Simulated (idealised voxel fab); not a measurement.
The following is a process module called voxel self aligned contacts.
Displayed cross-section: cut, width of 220 nm, square cells sized 5 nm.
Reading order for cross-sections: top band down to bottom band. Underlying form: a grid of square cells. Band size: one or more rows of cells.
Top height, bottom height, nm. Materials left to right, width each, nm. Single material + "edge to edge" = fills band edge to edge. "empty" = empty.
Beneath 0, the wafer as received is one material, and that level is where height counting begins. The lowest band goes on downward without a bottom; it is written like "from 0 down".
Width: "30 to 40" (first number = top row, second number = bottom row, same change from row to row of cells).
"no modifications" after a step means that no cell of the cross-section changed.
Look at "Enclosed void inventory" for the closed voids: empty spaces with no open path to the top, sized 8 cells or up. Each is width x height at distance, distance from the left edge, all nm.
Formally, on a step line, whatever follows the settings is a remark that the simulator itself makes on the step.
Regarding "overlay nm": on a step with a mask, it is the distance the mask lay to the right of its planned place; a negative value places it to the left.

-- Below is the list of planned process steps
1,RECEIVE (material Si)
2,OXIDIZE (depth nm 5)
3,DIRECTIONAL_DEP (material polySi; thk nm 30)
4,DIRECTIONAL_DEP (material SiN; thk nm 15)
5,MASKED_ETCH (tone cover; mask id GATE; width nm 30; pitch nm 60; etch materials SiN; depth nm 15; overlay nm 0)
6,MASKED_ETCH (tone cover; mask id GATE; width nm 30; pitch nm 60; etch materials polySi; depth nm 30; overlay nm 0)
7,CONFORMAL_DEP (material SiN; thk nm 5)
8,DIRECTIONAL_ETCH (etch materials SiN; depth nm 5)
9,FILL_DEP (material SiO2; thk nm 15)
10,CMP (height nm 55)
11,PATTERN (tone open; mask id CONTACT; material resist; width nm 40; pitch nm 60; thk nm 20; overlay nm 0)
12,DIRECTIONAL_ETCH (etch materials SiO2; depth nm 60)
13,STRIP (etch materials resist)
14,CONFORMAL_DEP (material TiN; thk nm 5)
15,FILL_DEP (material W; thk nm 5)
16,CMP (height nm 55)
17,CONFORMAL_DEP (material SiN; thk nm 5)

-- Cross-section: wafer on arrival = after step 1
> from 0 down: Si edge to edge
> Enclosed void inventory: none

-- The first of the two wafers as seen in cross-section once the module was finished; processing followed the plan
> from 60 to 55: SiN edge to edge
> from 55 to 45: SiO2 60 | TiN 5 to 15 | W 30 to 10 | TiN 5 to 15 | SiO2 20 | TiN 5 to 15 | W 30 to 10 | TiN 5 to 15 | SiO2 60
> from 45 to 30: SiO2 30 | SiN 40 | TiN 5 | W 10 | TiN 5 | SiN 40 | TiN 5 | W 10 | TiN 5 | SiN 40 | SiO2 30
> from 30 to 0: SiO2 30 | SiN 5 | polySi 30 | SiN 5 | TiN 5 | W 10 | TiN 5 | SiN 5 | polySi 30 | SiN 5 | TiN 5 | W 10 | TiN 5 | SiN 5 | polySi 30 | SiN 5 | SiO2 30
> from 0 to -5: SiO2 70 | TiN 20 | SiO2 40 | TiN 20 | SiO2 70
> from -5 down: Si edge to edge
> Enclosed void inventory: none

-- End-of-module cross-section of the second wafer: identical starting point and process plan to the first, with one processing mistake
> from 60 to 55: SiN edge to edge
> from 55 to 45: SiO2 60 | TiN 5 to 15 | W 30 to 10 | TiN 5 to 15 | SiO2 20 | TiN 5 to 15 | W 30 to 10 | TiN 5 to 15 | SiO2 60
> from 45 to 35: SiO2 30 | SiN 40 | TiN 5 | W 10 | TiN 5 | SiN 40 | TiN 5 | W 10 | TiN 5 | SiN 40 | SiO2 30
> from 35 to 30: SiO2 30 | SiN 40 | TiN 20 | SiN 40 | TiN 20 | SiN 40 | SiO2 30
> from 30 to 0: SiO2 20 | SiN 5 | polySi 40 | SiN 5 | TiN 10 | SiN 5 | polySi 40 | SiN 5 | TiN 10 | SiN 5 | polySi 40 | SiN 5 | SiO2 30
> from 0 to -5: SiO2 70 | TiN 10 | SiO2 50 | TiN 10 | SiO2 80
> from -5 down: Si edge to edge
> Enclosed void inventory: none
So what did we get wrong on this run? so step 6 ended up running with a different setting than we planned, it ran as MASKED_ETCH (tone cover; mask id GATE; width nm 30; pitch nm 60; etch materials polySi; depth nm 30; overlay nm -10)
It is noted that, at the conclusion of processing, the second wafer exhibits a higher or lower cell count for certain materials relative to the first: SiO2 -8 | W -28 | polySi +36
